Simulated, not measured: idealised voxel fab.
process module | voxel gate over fins
cross-section cut | 255 nm wide | cells 5 nm
A cross-section is a grid of square cells, given in bands from the top down. A band is one or more rows of cells.
Each band's line starts with the height of the band's top and of its bottom, in nm. Then come its materials from left to right, each with its width in nm. One material with "throughout" fills the band from edge to edge. "air" is empty space.
Height 0 is the level under which the wafer as received is all one material. The lowest band goes on downwards, as in "0 down".
A width such as "30 to 40" changes by the same amount from each row of cells to the next, from the band's top row to its bottom row.
"no change" after a step means that no cell of the cross-section changed.
closed voids: empty space of 8 cells or more with no open way to the top, each as width x height at its distance from the left edge, in nm
after a step's settings: what the simulator itself notes on the step
overlay nm, on a step with a mask: how far to the right of its planned place the mask lay; to the left if negative
plan
1 op RECEIVE | material Si
2 op CONFORMAL_DEP | material SiN | thk nm 10
3 op PATTERN | tone cover | mask id FINS | material resist | width nm 15 | pitch nm 35 | thk nm 15 | overlay nm 0
4 op DIRECTIONAL_ETCH | etch materials SiN | depth nm 10
5 op DIRECTIONAL_ETCH | etch materials Si | depth nm 30
6 op STRIP | etch materials resist
7 op OXIDIZE | depth nm 5
8 op FILL_DEP | material SiO2 | thk nm 10
9 op CMP | height nm 10
10 op SELECTIVE_ETCH | etch materials SiO2 | depth nm 20
11 op STRIP | etch materials SiN
12 op CONFORMAL_DEP | material HfO2 | thk nm 5
13 op CONFORMAL_DEP | material TiN | thk nm 5
14 op FILL_DEP | material W | thk nm 10
15 op CMP | height nm 15
16 op CONFORMAL_DEP | material SiCN | thk nm 5
as received, after step 1
  0 down: Si throughout
  closed voids: none
first wafer at the end, as planned
  20 to 15: SiCN throughout
  15 to 10: W throughout
  10 to 5: W 80 | TiN 25 | W 10 | TiN 25 | W 10 | TiN 25 | W 80
  5 to 0: W 80 | TiN 5 | HfO2 15 | TiN 5 | W 10 | TiN 5 | HfO2 15 | TiN 5 | W 10 | TiN 5 | HfO2 15 | TiN 5 | W 80
  0 to -5: TiN 85 | HfO2 5 | Si 5 | HfO2 5 | TiN 20 | HfO2 5 | Si 5 | HfO2 5 | TiN 20 | HfO2 5 | Si 5 | HfO2 5 | TiN 85
  -5 to -10: HfO2 90 | Si 5 | HfO2 30 | Si 5 | HfO2 30 | Si 5 | HfO2 90
  -10 to -35: SiO2 90 | Si 5 | SiO2 30 | Si 5 | SiO2 30 | Si 5 | SiO2 90
  -35 down: Si throughout
  closed voids: none
second wafer at the end: like start, like plan, one mistake
  20 to 15: SiCN throughout
  15 to 10: W 70 | TiN 115 | W 70
  10 to 5: TiN throughout
  5 to 0: TiN 85 | HfO2 15 | TiN 20 | HfO2 15 | TiN 20 | HfO2 15 | TiN 85
  0 to -5: TiN 85 | HfO2 5 | Si 5 | HfO2 5 | TiN 20 | HfO2 5 | Si 5 | HfO2 5 | TiN 20 | HfO2 5 | Si 5 | HfO2 5 | TiN 85
  -5 to -10: HfO2 90 | Si 5 | HfO2 30 | Si 5 | HfO2 30 | Si 5 | HfO2 90
  -10 to -35: SiO2 90 | Si 5 | SiO2 30 | Si 5 | SiO2 30 | Si 5 | SiO2 90
  -35 down: Si throughout
  closed voids: none
what went wrong: step 13 ran as: op CONFORMAL_DEP | material TiN | thk nm 15
at the end the second wafer has, in cells: 95 more of TiN | 95 fewer of W
